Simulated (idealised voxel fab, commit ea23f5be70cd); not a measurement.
Presented below is a process module, voxel tone inversion.
FYI the section here is cut, 295 nm wide, cells are 5 nm squares.
For the purposes of this document, a cross-section shall be understood as a grid of square cells, specified as bands listed in top-to-bottom order, each band consisting of one or more rows of cells. Band entry format. Leading values: height of top, height of bottom, nm. Remainder: materials in left-to-right order, each with its width in nm. Special words: "everywhere" on a single material, which then fills the band edge to edge; "blank", empty space. Height reference: 0 = level under which incoming wafer is all one material. Lowest band: no bottom, runs on downward, e.g. "z 0 and below". When a width is written as two numbers, as in "30 to 40", the first number is the width in the top row of cells of the band and the second is the width in its bottom row, and the width changes by the same amount from each row to the next. Where the words "remained unchanged" appear for a step, the cross-section shows no cell changed by that step; every cell remained as before. "Closed cavity list" lists enclosed empty spaces (at least 8 cells, no open path upward to the top), each as width x height at distance from the left edge, in nm. Post-settings text on a step line: simulator's own remark regarding the step. The setting "overlay nm" may be written on the line of a step. When the step uses a mask, the value reports how far to the right of the planned place the mask lay, and a negative value reports that it lay to the left.
Planned process steps
1 RECEIVE with material Si
2 CONFORMAL_DEP with material SiN, thk nm 10
3 DIRECTIONAL_DEP with material polySi, thk nm 15
4 PATTERN with tone cover, mask id POSTS, material resist, width nm 15, pitch nm 40, thk nm 25, overlay nm 0
5 DIRECTIONAL_ETCH with etch materials polySi, depth nm 15
6 STRIP with etch materials resist
7 FILL_DEP with material lowk, thk nm 5
8 CMP with height nm 25
9 STRIP with etch materials polySi
10 CONFORMAL_DEP with material TiN, thk nm 5
11 FILL_DEP with material Ru, thk nm 5
12 CMP with height nm 25
13 CONFORMAL_DEP with material SiN, thk nm 5
Cross-section of the wafer at receipt, which is the condition after step 1
> z 0 and below  Si everywhere
> Closed cavity list: none
Cross-sectional view of the first of the two wafers upon completion of the module, processed in accordance with the plan
> z 30 to 25  SiN everywhere
> z 25 to 15  lowk 120, TiN 5, Ru 5, TiN 5, lowk 25, TiN 5, Ru 5, TiN 5, lowk 120
> z 15 to 10  lowk 120, TiN 15, lowk 25, TiN 15, lowk 120
> z 10 to 0  SiN everywhere
> z 0 and below  Si everywhere
> Closed cavity list: none
So this is wafer number two of the two, cut at the end of the module - it started where the first did and had the same plan, we just got one thing wrong running it
> z 30 to 25  SiN everywhere
> z 25 to 15  lowk 115, TiN 5, Ru 15, TiN 5, lowk 15, TiN 5, Ru 15, TiN 5, lowk 115
> z 15 to 10  lowk 115, TiN 25, lowk 15, TiN 25, lowk 115
> z 10 to 0  SiN everywhere
> z 0 and below  Si everywhere
> Closed cavity list: none
The mistake made against the process plan was this: step 4 ran with different settings than intended, the actual operation and settings being PATTERN with tone cover, mask id POSTS, material resist, width nm 25, pitch nm 40, thk nm 25, overlay nm 0
at the end the second wafer has, in cells: Ru +8; TiN +4; lowk -12
